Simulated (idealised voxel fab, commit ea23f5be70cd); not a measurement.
The following is a process module called voxel ribs on slabs.
This is section cut - it's 185 nm across, gridded in 5 nm square cells.
Each cross-section below is a grid of square cells, stated as bands in top-down order, with one or more rows of cells making up each band. It is stipulated that each band's entry specify, in nanometres, the height of the top of the band and then that of its bottom, followed by the materials of the band in left-to-right sequence, each together with its width in nanometres. A single material marked by the word "edge to edge" is understood to fill the band from edge to edge; the word "blank" is understood to denote empty space. Height is counted from the level 0, under which the received wafer is composed throughout of one material. The lowest of the bands is not closed at the bottom but continues downward, in the notation "0..down". Read "30->40" as a graded width: first number on top, second number at the bottom, same change between each pair of neighbouring rows. "remains unaltered" (step): cross-section cells unchanged, all of them. "Trapped void list" lists enclosed empty spaces (at least 8 cells, no open path upward to the top), each as width x height at distance from the left edge, in nm. Heads up: the bit after the settings on a step's line is the simulator's remark on that step. A step's line can hold "overlay nm"; with a mask on that step, the setting says how far right of the planned place the mask lay, while a negative setting says it lay to the left. For the reader: what remains of this document is a series of pairs, each showing a cross-section before one process step and a cross-section after that step which reaches down only to the lowest band that changed, with the step between them and its settings set out under the pair. It should not be assumed that a pair continues from the pair above it; the pairs can come from different runs of this module on the same starting wafer, and such continuity exists only where the entry headed "Prior to processing" says so.
### Prior to processing
    0..down = Si edge to edge
    Trapped void list: none
### State After Step
    25..0 = SiO2 edge to edge
    Nothing below the height 0 has changed.
    Trapped void list: none
Link between the two cross-sections above: DIRECTIONAL_DEP,material SiO2,thk nm 25
Prior to processing: we pick up right where the pair above leaves off, with its after cross-section.
### State After Step
    45..25 = SiN edge to edge
    Nothing below the height 25 has changed.
    Trapped void list: none
Link between the two cross-sections above: DIRECTIONAL_DEP,material SiN,thk nm 20
Prior to processing: we pick up right where the pair above leaves off, with its after cross-section.
### State After Step
    45..35 = 80 blank, 25 SiN, 80 blank
    Nothing below the height 35 has changed.
    Trapped void list: none
Link between the two cross-sections above: MASKED_ETCH,tone cover,mask id RIB,width nm 25,etch materials SiN,depth nm 10,overlay nm 0
Prior to processing: we pick up right where the pair above leaves off, with its after cross-section.
### State After Step
    45..35 = 80 blank, 25 SiN, 80 blank
    35..25 = 55 blank, 75 SiN, 55 blank
    Nothing below the height 25 has changed.
    Trapped void list: none
Link between the two cross-sections above: MASKED_ETCH,tone cover,mask id SLAB,width nm 75,etch materials SiN,depth nm 10,overlay nm 0
Prior to processing: we pick up right where the pair above leaves off, with its after cross-section.
### State After Step
    70..45 = SiO2 edge to edge
    45..35 = 80 SiO2, 25 SiN, 80 SiO2
    35..25 = 55 SiO2, 75 SiN, 55 SiO2
    Nothing below the height 25 has changed.
    Trapped void list: none
Link between the two cross-sections above: FILL_DEP,material SiO2,thk nm 25
Prior to processing: we pick up right where the pair above leaves off, with its after cross-section.
### State After Step
    60..45 = SiO2 edge to edge
    Nothing below the height 45 has changed.
    Trapped void list: none
Link between the two cross-sections above: CMP,height nm 60
Prior to processing: we pick up right where the pair above leaves off, with its after cross-section.
### State After Step
    70..60 = TiN edge to edge
    Nothing below the height 60 has changed.
    Trapped void list: none
Link between the two cross-sections above: DIRECTIONAL_DEP,material TiN,thk nm 10
Prior to processing: we pick up right where the pair above leaves off, with its after cross-section.
### State After Step
    70..60 = 75 blank, 35 TiN, 75 blank
    Nothing below the height 60 has changed.
    Trapped void list: none
Link between the two cross-sections above: MASKED_ETCH,tone cover,mask id HEATER,width nm 35,etch materials TiN,depth nm 10,overlay nm 0
Prior to processing: we pick up right where the pair above leaves off, with its after cross-section.
### State After Step
    75..70 = 70 blank, 45 SiO2, 70 blank
    70..65 = 70 blank, 5 SiO2, 35 TiN, 5 SiO2, 70 blank
    65..60 = 75 SiO2, 35 TiN, 75 SiO2
    Nothing below the height 60 has changed.
    Trapped void list: none
Link between the two cross-sections above: CONFORMAL_DEP,material SiO2,thk nm 5
### Prior to processing
    45..25 = SiN edge to edge
    25..0 = SiO2 edge to edge
    0..down = Si edge to edge
    Trapped void list: none
### State After Step
    65..25 = SiN edge to edge
    Nothing below the height 25 has changed.
    Trapped void list: none
Link between the two cross-sections above: DIRECTIONAL_DEP,material SiN,thk nm 20
Prior to processing: we pick up right where the pair above leaves off, with its after cross-section.
### State After Step
    65..55 = 80 blank, 25 SiN, 80 blank
    Nothing below the height 55 has changed.
    Trapped void list: none
Link between the two cross-sections above: MASKED_ETCH,tone cover,mask id RIB,width nm 25,etch materials SiN,depth nm 10,overlay nm 0
Prior to processing: we pick up right where the pair above leaves off, with its after cross-section.
### State After Step
    65..55 = 80 blank, 25 SiN, 80 blank
    55..45 = 55 blank, 75 SiN, 55 blank
    Nothing below the height 45 has changed.
    Trapped void list: none
Link between the two cross-sections above: MASKED_ETCH,tone cover,mask id SLAB,width nm 75,etch materials SiN,depth nm 10,overlay nm 0
Prior to processing: we pick up right where the pair above leaves off, with its after cross-section.
### State After Step
    90..65 = SiO2 edge to edge
    65..55 = 80 SiO2, 25 SiN, 80 SiO2
    55..45 = 55 SiO2, 75 SiN, 55 SiO2
    Nothing below the height 45 has changed.
    Trapped void list: none
Link between the two cross-sections above: FILL_DEP,material SiO2,thk nm 25
Prior to processing: we pick up right where the pair above leaves off, with its after cross-section.
### State After Step
    60..55 = 80 SiO2, 25 SiN, 80 SiO2
    Nothing below the height 55 has changed.
    Trapped void list: none
Link between the two cross-sections above: CMP,height nm 60
Prior to processing: we pick up right where the pair above leaves off, with its after cross-section.
### State After Step
    70..60 = TiN edge to edge
    Nothing below the height 60 has changed.
    Trapped void list: none
Link between the two cross-sections above: DIRECTIONAL_DEP,material TiN,thk nm 10
Prior to processing: we pick up right where the pair above leaves off, with its after cross-section.
### State After Step
    70..60 = 75 blank, 35 TiN, 75 blank
    Nothing below the height 60 has changed.
    Trapped void list: none
Link between the two cross-sections above: MASKED_ETCH,tone cover,mask id HEATER,width nm 35,etch materials TiN,depth nm 10,overlay nm 0
Prior to processing: we pick up right where the pair above leaves off, with its after cross-section.
### State After Step
    75..70 = 70 blank, 45 SiO2, 70 blank
    70..65 = 70 blank, 5 SiO2, 35 TiN, 5 SiO2, 70 blank
    65..60 = 75 SiO2, 35 TiN, 75 SiO2
    Nothing below the height 60 has changed.
    Trapped void list: none
Link between the two cross-sections above: CONFORMAL_DEP,material SiO2,thk nm 5
### Prior to processing
    0..down = Si edge to edge
    Trapped void list: none
### State After Step
    20..0 = SiN edge to edge
    Nothing below the height 0 has changed.
    Trapped void list: none
Link between the two cross-sections above: DIRECTIONAL_DEP,material SiN,thk nm 20
Prior to processing: we pick up right where the pair above leaves off, with its after cross-section.
### State After Step
    45..20 = SiO2 edge to edge
    Nothing below the height 20 has changed.
    Trapped void list: none
Link between the two cross-sections above: DIRECTIONAL_DEP,material SiO2,thk nm 25
Prior to processing: we pick up right where the pair above leaves off, with its after cross-section.
### State After Step
    70..20 = SiO2 edge to edge
    Nothing below the height 20 has changed.
    Trapped void list: none
Link between the two cross-sections above: FILL_DEP,material SiO2,thk nm 25
Prior to processing: we pick up right where the pair above leaves off, with its after cross-section.
### State After Step
    60..20 = SiO2 edge to edge
    Nothing below the height 20 has changed.
    Trapped void list: none
Link between the two cross-sections above: CMP,height nm 60
Prior to processing: we pick up right where the pair above leaves off, with its after cross-section.
### State After Step
    70..60 = TiN edge to edge
    Nothing below the height 60 has changed.
    Trapped void list: none
Link between the two cross-sections above: DIRECTIONAL_DEP,material TiN,thk nm 10
Prior to processing: we pick up right where the pair above leaves off, with its after cross-section.
### State After Step
    70..60 = 75 blank, 35 TiN, 75 blank
    Nothing below the height 60 has changed.
    Trapped void list: none
Link between the two cross-sections above: MASKED_ETCH,tone cover,mask id HEATER,width nm 35,etch materials TiN,depth nm 10,overlay nm 0
Prior to processing: we pick up right where the pair above leaves off, with its after cross-section.
### State After Step
    75..70 = 70 blank, 45 SiO2, 70 blank
    70..65 = 70 blank, 5 SiO2, 35 TiN, 5 SiO2, 70 blank
    65..60 = 75 SiO2, 35 TiN, 75 SiO2
    Nothing below the height 60 has changed.
    Trapped void list: none
Link between the two cross-sections above: CONFORMAL_DEP,material SiO2,thk nm 5
### Prior to processing
    60..45 = SiO2 edge to edge
    45..35 = 80 SiO2, 25 SiN, 80 SiO2
    35..25 = 55 SiO2, 75 SiN, 55 SiO2
    25..0 = SiO2 edge to edge
    0..down = Si edge to edge
    Trapped void list: none
### State After Step
    65..60 = TiN edge to edge
    Nothing below the height 60 has changed.
    Trapped void list: none
Link between the two cross-sections above: DIRECTIONAL_DEP,material TiN,thk nm 5
Prior to processing: we pick up right where the pair above leaves off, with its after cross-section.
### State After Step
    65..60 = 75 blank, 35 TiN, 75 blank
    Nothing below the height 60 has changed.
    Trapped void list: none
Link between the two cross-sections above: MASKED_ETCH,tone cover,mask id HEATER,width nm 35,etch materials TiN,depth nm 10,overlay nm 0
Prior to processing: we pick up right where the pair above leaves off, with its after cross-section.
### State After Step
    70..65 = 70 blank, 45 SiO2, 70 blank
    65..60 = 75 SiO2, 35 TiN, 75 SiO2
    Nothing below the height 60 has changed.
    Trapped void list: none
Link between the two cross-sections above: CONFORMAL_DEP,material SiO2,thk nm 5
### Prior to processing
    45..35 = 80 blank, 25 SiN, 80 blank
    35..25 = SiN edge to edge
    25..0 = SiO2 edge to edge
    0..down = Si edge to edge
    Trapped void list: none
### State After Step
    45..35 = 80 blank, 25 SiN, 80 blank
    35..25 = 60 blank, 65 SiN, 60 blank
    Nothing below the height 25 has changed.
    Trapped void list: none
Link between the two cross-sections above: MASKED_ETCH,tone cover,mask id SLAB,width nm 65,etch materials SiN,depth nm 10,overlay nm 0
Prior to processing: we pick up right where the pair above leaves off, with its after cross-section.
### State After Step
    70..45 = SiO2 edge to edge
    45..35 = 80 SiO2, 25 SiN, 80 SiO2
    35..25 = 60 SiO2, 65 SiN, 60 SiO2
    Nothing below the height 25 has changed.
    Trapped void list: none
Link between the two cross-sections above: FILL_DEP,material SiO2,thk nm 25
Prior to processing: we pick up right where the pair above leaves off, with its after cross-section.
### State After Step
    60..45 = SiO2 edge to edge
    Nothing below the height 45 has changed.
    Trapped void list: none
Link between the two cross-sections above: CMP,height nm 60
Prior to processing: we pick up right where the pair above leaves off, with its after cross-section.
### State After Step
    70..60 = TiN edge to edge
    Nothing below the height 60 has changed.
    Trapped void list: none
Link between the two cross-sections above: DIRECTIONAL_DEP,material TiN,thk nm 10
Prior to processing: we pick up right where the pair above leaves off, with its after cross-section.
### State After Step
    70..60 = 75 blank, 35 TiN, 75 blank
    Nothing below the height 60 has changed.
    Trapped void list: none
Link between the two cross-sections above: MASKED_ETCH,tone cover,mask id HEATER,width nm 35,etch materials TiN,depth nm 10,overlay nm 0
Prior to processing: we pick up right where the pair above leaves off, with its after cross-section.
### State After Step
    75..70 = 70 blank, 45 SiO2, 70 blank
    70..65 = 70 blank, 5 SiO2, 35 TiN, 5 SiO2, 70 blank
    65..60 = 75 SiO2, 35 TiN, 75 SiO2
    Nothing below the height 60 has changed.
    Trapped void list: none
Link between the two cross-sections above: CONFORMAL_DEP,material SiO2,thk nm 5
### Prior to processing
    70..60 = TiN edge to edge
    60..45 = SiO2 edge to edge
    45..35 = 80 SiO2, 25 SiN, 80 SiO2
    35..25 = 55 SiO2, 75 SiN, 55 SiO2
    25..0 = SiO2 edge to edge
    0..down = Si edge to edge
    Trapped void list: none
### State After Step
    70..60 = 85 blank, 35 TiN, 65 blank
    Nothing below the height 60 has changed.
    Trapped void list: none
Link between the two cross-sections above: MASKED_ETCH,tone cover,mask id HEATER,width nm 35,etch materials TiN,depth nm 10,overlay nm 10
Prior to processing: we pick up right where the pair above leaves off, with its after cross-section.
### State After Step
    75..70 = 80 blank, 45 SiO2, 60 blank
    70..65 = 80 blank, 5 SiO2, 35 TiN, 5 SiO2, 60 blank
    65..60 = 85 SiO2, 35 TiN, 65 SiO2
    Nothing below the height 60 has changed.
    Trapped void list: none
Link between the two cross-sections above: CONFORMAL_DEP,material SiO2,thk nm 5
### Prior to processing
    70..60 = 75 blank, 35 TiN, 75 blank
    60..45 = SiO2 edge to edge
    45..35 = 80 SiO2, 25 SiN, 80 SiO2
    35..25 = 55 SiO2, 75 SiN, 55 SiO2
    25..0 = SiO2 edge to edge
    0..down = Si edge to edge
    Trapped void list: none
### State After Step
    75..65 = 70 blank, 45 TiN, 70 blank
    65..60 = TiN edge to edge
    Nothing below the height 60 has changed.
    Trapped void list: none
Link between the two cross-sections above: CONFORMAL_DEP,material TiN,thk nm 5
### Prior to processing
    70..60 = TiN edge to edge
    60..45 = SiO2 edge to edge
    45..35 = 80 SiO2, 25 SiN, 80 SiO2
    35..25 = 55 SiO2, 75 SiN, 55 SiO2
    25..0 = SiO2 edge to edge
    0..down = Si edge to edge
    Trapped void list: none
### State After Step
    70..60 = 75 TiN, 35 blank, 75 TiN
    Nothing below the height 60 has changed.
    Trapped void list: none
Link between the two cross-sections above: MASKED_ETCH,tone open,mask id HEATER,width nm 35,etch materials TiN,depth nm 10,overlay nm 0
Prior to processing: we pick up right where the pair above leaves off, with its after cross-section.
### State After Step
    75..70 = 80 SiO2, 25 blank, 80 SiO2
    70..65 = 75 TiN, 5 SiO2, 25 blank, 5 SiO2, 75 TiN
    65..60 = 75 TiN, 35 SiO2, 75 TiN
    Nothing below the height 60 has changed.
    Trapped void list: none
Link between the two cross-sections above: CONFORMAL_DEP,material SiO2,thk nm 5
